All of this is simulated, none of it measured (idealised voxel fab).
This is a process module. Its name is voxel gate over fins.
Pictured: cross-section cut, 240 nm wide, on a grid of 5 nm square cells.
This document writes a cross-section as a grid whose cells are square, and gives it as bands, listed from the top down; one or more rows of cells form a band. It is stipulated that each band's entry specify, in nanometres, the height of the top of the band and then that of its bottom, followed by the materials of the band in left-to-right sequence, each together with its width in nanometres. A single material marked by the word "full width" is understood to fill the band from edge to edge; the word "empty" is understood to denote empty space. The level at which height equals 0 is the one under which the wafer, as it arrives, is entirely one material. No lower edge exists for the bottom band, which continues downward and is notated as in "0 and below". A width given as "30->40" starts at the first number in the band's top row and ends at the second number in its bottom row, shifting by an equal amount at every step from row to row. Take "no change occurred" at face value: in the step it is given for, the cross-section changed in none of its cells. Fully closed voids: empty space of 8 cells or more with no open way to the top, each as width x height at its distance from the left edge, in nm. The remark found on a step's line after its settings is issued by the simulator itself and pertains to that step. You can add "overlay nm" to a step's line. For a step with a mask, it describes how far the mask lay to the right of its planned position, and a negative number describes a lay to the left.

## List of planned process steps
1,RECEIVE, material Si
2,CONFORMAL_DEP, material SiN, thk nm 5
3,MASKED_ETCH, tone cover, mask id FINS, width nm 15, pitch nm 40, etch materials SiN, depth nm 5, overlay nm 0
4,MASKED_ETCH, tone cover, mask id FINS, width nm 15, pitch nm 40, etch materials Si, depth nm 40, overlay nm 0
5,OXIDIZE, depth nm 5
6,FILL_DEP, material SiO2, thk nm 15
7,CMP, height nm 5
8,SELECTIVE_ETCH, etch materials SiO2, depth nm 15
9,STRIP, etch materials SiN
10,CONFORMAL_DEP, material HfO2, thk nm 5
11,CONFORMAL_DEP, material TiN, thk nm 5
12,FILL_DEP, material W, thk nm 10
13,CMP, height nm 15
14,CONFORMAL_DEP, material SiCN, thk nm 5

## As received (post step 1): cross-section
	0 and below: Si full width
	Fully closed voids: none

## End-of-module XS, first of two wafers, run as planned
	20 down to 15: SiCN full width
	15 down to 10: W full width
	10 down to 5: 45 W  25 TiN  15 W  25 TiN  15 W  25 TiN  15 W  25 TiN  50 W
	5 down to 0: 45 W  5 TiN  15 HfO2  5 TiN  15 W  5 TiN  15 HfO2  5 TiN  15 W  5 TiN  15 HfO2  5 TiN  15 W  5 TiN  15 HfO2  5 TiN  50 W
	0 down to -5: 50 TiN  5 HfO2  5 Si  5 HfO2  25 TiN  5 HfO2  5 Si  5 HfO2  25 TiN  5 HfO2  5 Si  5 HfO2  25 TiN  5 HfO2  5 Si  5 HfO2  55 TiN
	-5 down to -10: 55 HfO2  5 Si  35 HfO2  5 Si  35 HfO2  5 Si  35 HfO2  5 Si  60 HfO2
	-10 down to -45: 55 SiO2  5 Si  35 SiO2  5 Si  35 SiO2  5 Si  35 SiO2  5 Si  60 SiO2
	-45 and below: Si full width
	Fully closed voids: none

## Second wafer cross-section at end of module - shared start and plan with the first, one mistake in the run
	20 down to 15: SiCN full width
	15 down to 10: W full width
	10 down to 5: 45 W  30 TiN  10 W  30 TiN  10 W  30 TiN  10 W  30 TiN  45 W
	5 down to 0: 45 W  5 TiN  20 HfO2  5 TiN  10 W  5 TiN  20 HfO2  5 TiN  10 W  5 TiN  20 HfO2  5 TiN  10 W  5 TiN  20 HfO2  5 TiN  45 W
	0 down to -5: 50 TiN  5 HfO2  10 Si  5 HfO2  20 TiN  5 HfO2  10 Si  5 HfO2  20 TiN  5 HfO2  10 Si  5 HfO2  20 TiN  5 HfO2  10 Si  5 HfO2  50 TiN
	-5 down to -10: 55 HfO2  10 Si  30 HfO2  10 Si  30 HfO2  10 Si  30 HfO2  10 Si  55 HfO2
	-10 down to -45: 55 SiO2  10 Si  30 SiO2  10 Si  30 SiO2  10 Si  30 SiO2  10 Si  55 SiO2
	-45 and below: Si full width
	Fully closed voids: none
Processing error: step 3, actual vs plan mismatch, actual run MASKED_ETCH, tone cover, mask id FINS, width nm 20, pitch nm 40, etch materials SiN, depth nm 5, overlay nm 0
It is noted that, at the conclusion of processing, the second wafer exhibits a higher or lower cell count for certain materials relative to the first: 36 more of Si | 28 fewer of SiO2 | 8 fewer of W
